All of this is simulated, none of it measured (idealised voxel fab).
Process module under the name voxel gate over fins
cross-section cut | 180 nm wide | cells 5 nm
Bands, listed from the top down, are how a cross-section gets written in this document; the cross-section itself is a grid of square cells, and a band is one or more rows of them. This entry defines a band. It first specifies the height of the band's top and the height of its bottom in nm, and then specifies the band's materials from left to right, stating each material with its width in nm. The word "full width" identifies a single material that fills the band from edge to edge, while the word "blank" identifies empty space. Heights from 0 (as-received wafer is one material below). Bottom band endless downward, as "0 and below". Think of "30 to 40" as a width that walks from the first number to the second as you go down the band, top row to bottom row, taking equal-sized steps from row to row. Step note "stayed the same" = no cross-section cell changed. Enclosed voids (no open way to top), threshold 8 cells or more, entry "Closed void list", notation width x height at distance, distance from left edge, nm. On a step's line, text after the settings is the simulator commenting on that step. For masked steps, "overlay nm" on the step line gives how far right of plan the mask actually lay; a minus sign means it lay to the left.
Process steps foreseen in the plan
1 RECEIVE (material Si)
2 CONFORMAL_DEP (material SiN; thk nm 10)
3 MASKED_ETCH (tone cover; mask id FINS; width nm 15; pitch nm 60; etch materials SiN; depth nm 10; overlay nm 0)
4 MASKED_ETCH (tone cover; mask id FINS; width nm 15; pitch nm 60; etch materials Si; depth nm 35; overlay nm 0)
5 FILL_DEP (material SiO2; thk nm 15)
6 CMP (height nm 10)
7 MASKED_ETCH (tone open; mask id RAIL; width nm 15; etch materials SiO2; depth nm 40; overlay nm 0)
8 CONFORMAL_DEP (material TiN; thk nm 5)
9 FILL_DEP (material W; thk nm 10)
10 CMP (height nm 10)
11 SELECTIVE_ETCH (etch materials W Ru TiN; depth nm 25)
12 FILL_DEP (material SiO2; thk nm 5)
13 CMP (height nm 10)
14 SELECTIVE_ETCH (etch materials SiO2; depth nm 20)
15 STRIP (etch materials SiN)
16 CONFORMAL_DEP (material HfO2; thk nm 5)
17 CONFORMAL_DEP (material TiN; thk nm 5)
18 FILL_DEP (material W; thk nm 10)
19 CMP (height nm 15)
20 CONFORMAL_DEP (material SiCN; thk nm 10)
Of two wafers, the first: run according to plan
As-received wafer cross-section (after step 1)
> 0 and below: Si full width
> Closed void list: none
Step 2 complete: cross-section through the wafer
> 10 down to 0: SiN full width
> Note: structure below 0 unchanged.
Step 3 complete: cross-section through the wafer
> 10 down to 0: blank 50 nm | SiN 15 nm | blank 45 nm | SiN 15 nm | blank 55 nm
> Note: structure below 0 unchanged.
Step 4 complete: cross-section through the wafer
> 10 down to 0: blank 50 nm | SiN 15 nm | blank 45 nm | SiN 15 nm | blank 55 nm
> 0 down to -35: blank 50 nm | Si 15 nm | blank 45 nm | Si 15 nm | blank 55 nm
> Note: structure below -35 unchanged.
Step 5 complete: cross-section through the wafer
> 25 down to 10: SiO2 full width
> 10 down to 0: SiO2 50 nm | SiN 15 nm | SiO2 45 nm | SiN 15 nm | SiO2 55 nm
> 0 down to -35: SiO2 50 nm | Si 15 nm | SiO2 45 nm | Si 15 nm | SiO2 55 nm
> Note: structure below -35 unchanged.
Step 6 complete: cross-section through the wafer
> 10 down to 0: SiO2 50 nm | SiN 15 nm | SiO2 45 nm | SiN 15 nm | SiO2 55 nm
> Note: structure below 0 unchanged.
Step 7 complete: cross-section through the wafer
> 10 down to 0: SiO2 50 nm | SiN 15 nm | SiO2 15 nm | blank 15 nm | SiO2 15 nm | SiN 15 nm | SiO2 55 nm
> 0 down to -30: SiO2 50 nm | Si 15 nm | SiO2 15 nm | blank 15 nm | SiO2 15 nm | Si 15 nm | SiO2 55 nm
> Note: structure below -30 unchanged.
Step 8 complete: cross-section through the wafer
> 15 down to 10: TiN 85 nm | blank 5 nm | TiN 90 nm
> 10 down to 0: SiO2 50 nm | SiN 15 nm | SiO2 15 nm | TiN 5 nm | blank 5 nm | TiN 5 nm | SiO2 15 nm | SiN 15 nm | SiO2 55 nm
> 0 down to -25: SiO2 50 nm | Si 15 nm | SiO2 15 nm | TiN 5 nm | blank 5 nm | TiN 5 nm | SiO2 15 nm | Si 15 nm | SiO2 55 nm
> -25 down to -30: SiO2 50 nm | Si 15 nm | SiO2 15 nm | TiN 15 nm | SiO2 15 nm | Si 15 nm | SiO2 55 nm
> Note: structure below -30 unchanged.
Step 9 complete: cross-section through the wafer
> 25 down to 15: W full width
> 15 down to 10: TiN 85 nm | W 5 nm | TiN 90 nm
> 10 down to 0: SiO2 50 nm | SiN 15 nm | SiO2 15 nm | TiN 5 nm | W 5 nm | TiN 5 nm | SiO2 15 nm | SiN 15 nm | SiO2 55 nm
> 0 down to -25: SiO2 50 nm | Si 15 nm | SiO2 15 nm | TiN 5 nm | W 5 nm | TiN 5 nm | SiO2 15 nm | Si 15 nm | SiO2 55 nm
> Note: structure below -25 unchanged.
Step 10 complete: cross-section through the wafer
> 10 down to 0: SiO2 50 nm | SiN 15 nm | SiO2 15 nm | TiN 5 nm | W 5 nm | TiN 5 nm | SiO2 15 nm | SiN 15 nm | SiO2 55 nm
> Note: structure below 0 unchanged.
Step 11 complete: cross-section through the wafer
> 10 down to 0: SiO2 50 nm | SiN 15 nm | SiO2 15 nm | blank 15 nm | SiO2 15 nm | SiN 15 nm | SiO2 55 nm
> 0 down to -15: SiO2 50 nm | Si 15 nm | SiO2 15 nm | blank 15 nm | SiO2 15 nm | Si 15 nm | SiO2 55 nm
> Note: structure below -15 unchanged.
Step 12 complete: cross-section through the wafer
> 15 down to 10: SiO2 full width
> 10 down to 0: SiO2 50 nm | SiN 15 nm | SiO2 45 nm | SiN 15 nm | SiO2 55 nm
> 0 down to -15: SiO2 50 nm | Si 15 nm | SiO2 45 nm | Si 15 nm | SiO2 55 nm
> Note: structure below -15 unchanged.
Step 13 complete: cross-section through the wafer
> 10 down to 0: SiO2 50 nm | SiN 15 nm | SiO2 45 nm | SiN 15 nm | SiO2 55 nm
> Note: structure below 0 unchanged.
Step 14 complete: cross-section through the wafer
> 10 down to 0: blank 50 nm | SiN 15 nm | blank 45 nm | SiN 15 nm | blank 55 nm
> 0 down to -10: blank 50 nm | Si 15 nm | blank 45 nm | Si 15 nm | blank 55 nm
> Note: structure below -10 unchanged.
Step 15 complete: cross-section through the wafer
> 0 down to -10: blank 50 nm | Si 15 nm | blank 45 nm | Si 15 nm | blank 55 nm
> Note: structure below -10 unchanged.
Step 16 complete: cross-section through the wafer
> 5 down to 0: blank 45 nm | HfO2 25 nm | blank 35 nm | HfO2 25 nm | blank 50 nm
> 0 down to -5: blank 45 nm | HfO2 5 nm | Si 15 nm | HfO2 5 nm | blank 35 nm | HfO2 5 nm | Si 15 nm | HfO2 5 nm | blank 50 nm
> -5 down to -10: HfO2 50 nm | Si 15 nm | HfO2 45 nm | Si 15 nm | HfO2 55 nm
> Note: structure below -10 unchanged.
Step 17 complete: cross-section through the wafer
> 10 down to 5: blank 40 nm | TiN 35 nm | blank 25 nm | TiN 35 nm | blank 45 nm
> 5 down to 0: blank 40 nm | TiN 5 nm | HfO2 25 nm | TiN 5 nm | blank 25 nm | TiN 5 nm | HfO2 25 nm | TiN 5 nm | blank 45 nm
> 0 down to -5: TiN 45 nm | HfO2 5 nm | Si 15 nm | HfO2 5 nm | TiN 35 nm | HfO2 5 nm | Si 15 nm | HfO2 5 nm | TiN 50 nm
> Note: structure below -5 unchanged.
Step 18 complete: cross-section through the wafer
> 20 down to 10: W full width
> 10 down to 5: W 40 nm | TiN 35 nm | W 25 nm | TiN 35 nm | W 45 nm
> 5 down to 0: W 40 nm | TiN 5 nm | HfO2 25 nm | TiN 5 nm | W 25 nm | TiN 5 nm | HfO2 25 nm | TiN 5 nm | W 45 nm
> Note: structure below 0 unchanged.
Step 19 complete: cross-section through the wafer
> 15 down to 10: W full width
> Note: structure below 10 unchanged.
Step 20 complete: cross-section through the wafer
> 25 down to 15: SiCN full width
> Note: structure below 15 unchanged.
Second wafer: same start and same plan as the first, one execution error; identical to the first through step 3
Cross-section of the second wafer at the time by which step 4 should have been completed according to the plan
> 10 down to 0: blank 50 nm | SiN 15 nm | blank 45 nm | SiN 15 nm | blank 55 nm
> 0 down to -70: blank 50 nm | Si 15 nm | blank 45 nm | Si 15 nm | blank 55 nm
> Note: structure below -70 unchanged.
Cross-section of the second wafer at the time by which step 5 should have been completed according to the plan
> 25 down to 10: SiO2 full width
> 10 down to 0: SiO2 50 nm | SiN 15 nm | SiO2 45 nm | SiN 15 nm | SiO2 55 nm
> 0 down to -70: SiO2 50 nm | Si 15 nm | SiO2 45 nm | Si 15 nm | SiO2 55 nm
> Note: structure below -70 unchanged.
Cross-section of the second wafer at the time by which step 6 should have been completed according to the plan
> 10 down to 0: SiO2 50 nm | SiN 15 nm | SiO2 45 nm | SiN 15 nm | SiO2 55 nm
> Note: structure below 0 unchanged.
Cross-section of the second wafer at the time by which step 7 should have been completed according to the plan
> 10 down to 0: SiO2 50 nm | SiN 15 nm | SiO2 15 nm | blank 15 nm | SiO2 15 nm | SiN 15 nm | SiO2 55 nm
> 0 down to -30: SiO2 50 nm | Si 15 nm | SiO2 15 nm | blank 15 nm | SiO2 15 nm | Si 15 nm | SiO2 55 nm
> Note: structure below -30 unchanged.
Cross-section of the second wafer at the time by which step 8 should have been completed according to the plan
> 15 down to 10: TiN 85 nm | blank 5 nm | TiN 90 nm
> 10 down to 0: SiO2 50 nm | SiN 15 nm | SiO2 15 nm | TiN 5 nm | blank 5 nm | TiN 5 nm | SiO2 15 nm | SiN 15 nm | SiO2 55 nm
> 0 down to -25: SiO2 50 nm | Si 15 nm | SiO2 15 nm | TiN 5 nm | blank 5 nm | TiN 5 nm | SiO2 15 nm | Si 15 nm | SiO2 55 nm
> -25 down to -30: SiO2 50 nm | Si 15 nm | SiO2 15 nm | TiN 15 nm | SiO2 15 nm | Si 15 nm | SiO2 55 nm
> Note: structure below -30 unchanged.
Cross-section of the second wafer at the time by which step 9 should have been completed according to the plan
> 25 down to 15: W full width
> 15 down to 10: TiN 85 nm | W 5 nm | TiN 90 nm
> 10 down to 0: SiO2 50 nm | SiN 15 nm | SiO2 15 nm | TiN 5 nm | W 5 nm | TiN 5 nm | SiO2 15 nm | SiN 15 nm | SiO2 55 nm
> 0 down to -25: SiO2 50 nm | Si 15 nm | SiO2 15 nm | TiN 5 nm | W 5 nm | TiN 5 nm | SiO2 15 nm | Si 15 nm | SiO2 55 nm
> Note: structure below -25 unchanged.
Cross-section of the second wafer at the time by which step 10 should have been completed according to the plan
> 10 down to 0: SiO2 50 nm | SiN 15 nm | SiO2 15 nm | TiN 5 nm | W 5 nm | TiN 5 nm | SiO2 15 nm | SiN 15 nm | SiO2 55 nm
> Note: structure below 0 unchanged.
Cross-section of the second wafer at the time by which step 11 should have been completed according to the plan
> 10 down to 0: SiO2 50 nm | SiN 15 nm | SiO2 15 nm | blank 15 nm | SiO2 15 nm | SiN 15 nm | SiO2 55 nm
> 0 down to -15: SiO2 50 nm | Si 15 nm | SiO2 15 nm | blank 15 nm | SiO2 15 nm | Si 15 nm | SiO2 55 nm
> Note: structure below -15 unchanged.
Cross-section of the second wafer at the time by which step 12 should have been completed according to the plan
> 15 down to 10: SiO2 full width
> 10 down to 0: SiO2 50 nm | SiN 15 nm | SiO2 45 nm | SiN 15 nm | SiO2 55 nm
> 0 down to -15: SiO2 50 nm | Si 15 nm | SiO2 45 nm | Si 15 nm | SiO2 55 nm
> Note: structure below -15 unchanged.
Cross-section of the second wafer at the time by which step 13 should have been completed according to the plan
> 10 down to 0: SiO2 50 nm | SiN 15 nm | SiO2 45 nm | SiN 15 nm | SiO2 55 nm
> Note: structure below 0 unchanged.
Cross-section of the second wafer at the time by which step 14 should have been completed according to the plan
> 10 down to 0: blank 50 nm | SiN 15 nm | blank 45 nm | SiN 15 nm | blank 55 nm
> 0 down to -10: blank 50 nm | Si 15 nm | blank 45 nm | Si 15 nm | blank 55 nm
> Note: structure below -10 unchanged.
Cross-section of the second wafer at the time by which step 15 should have been completed according to the plan
> 0 down to -10: blank 50 nm | Si 15 nm | blank 45 nm | Si 15 nm | blank 55 nm
> Note: structure below -10 unchanged.
Cross-section of the second wafer at the time by which step 16 should have been completed according to the plan
> 5 down to 0: blank 45 nm | HfO2 25 nm | blank 35 nm | HfO2 25 nm | blank 50 nm
> 0 down to -5: blank 45 nm | HfO2 5 nm | Si 15 nm | HfO2 5 nm | blank 35 nm | HfO2 5 nm | Si 15 nm | HfO2 5 nm | blank 50 nm
> -5 down to -10: HfO2 50 nm | Si 15 nm | HfO2 45 nm | Si 15 nm | HfO2 55 nm
> Note: structure below -10 unchanged.
Cross-section of the second wafer at the time by which step 17 should have been completed according to the plan
> 10 down to 5: blank 40 nm | TiN 35 nm | blank 25 nm | TiN 35 nm | blank 45 nm
> 5 down to 0: blank 40 nm | TiN 5 nm | HfO2 25 nm | TiN 5 nm | blank 25 nm | TiN 5 nm | HfO2 25 nm | TiN 5 nm | blank 45 nm
> 0 down to -5: TiN 45 nm | HfO2 5 nm | Si 15 nm | HfO2 5 nm | TiN 35 nm | HfO2 5 nm | Si 15 nm | HfO2 5 nm | TiN 50 nm
> Note: structure below -5 unchanged.
Cross-section of the second wafer at the time by which step 18 should have been completed according to the plan
> 20 down to 10: W full width
> 10 down to 5: W 40 nm | TiN 35 nm | W 25 nm | TiN 35 nm | W 45 nm
> 5 down to 0: W 40 nm | TiN 5 nm | HfO2 25 nm | TiN 5 nm | W 25 nm | TiN 5 nm | HfO2 25 nm | TiN 5 nm | W 45 nm
> Note: structure below 0 unchanged.
Cross-section of the second wafer at the time by which step 19 should have been completed according to the plan
> 15 down to 10: W full width
> Note: structure below 10 unchanged.
Cross-section of the second wafer at the time by which step 20 should have been completed according to the plan
> 25 down to 15: SiCN full width
> Note: structure below 15 unchanged.
What was the processing mistake? yeah, plan step 4 got run twice
The second wafer ends with more or fewer cells of some materials than the first, per final count: Si: 210 fewer | SiO2: 210 more
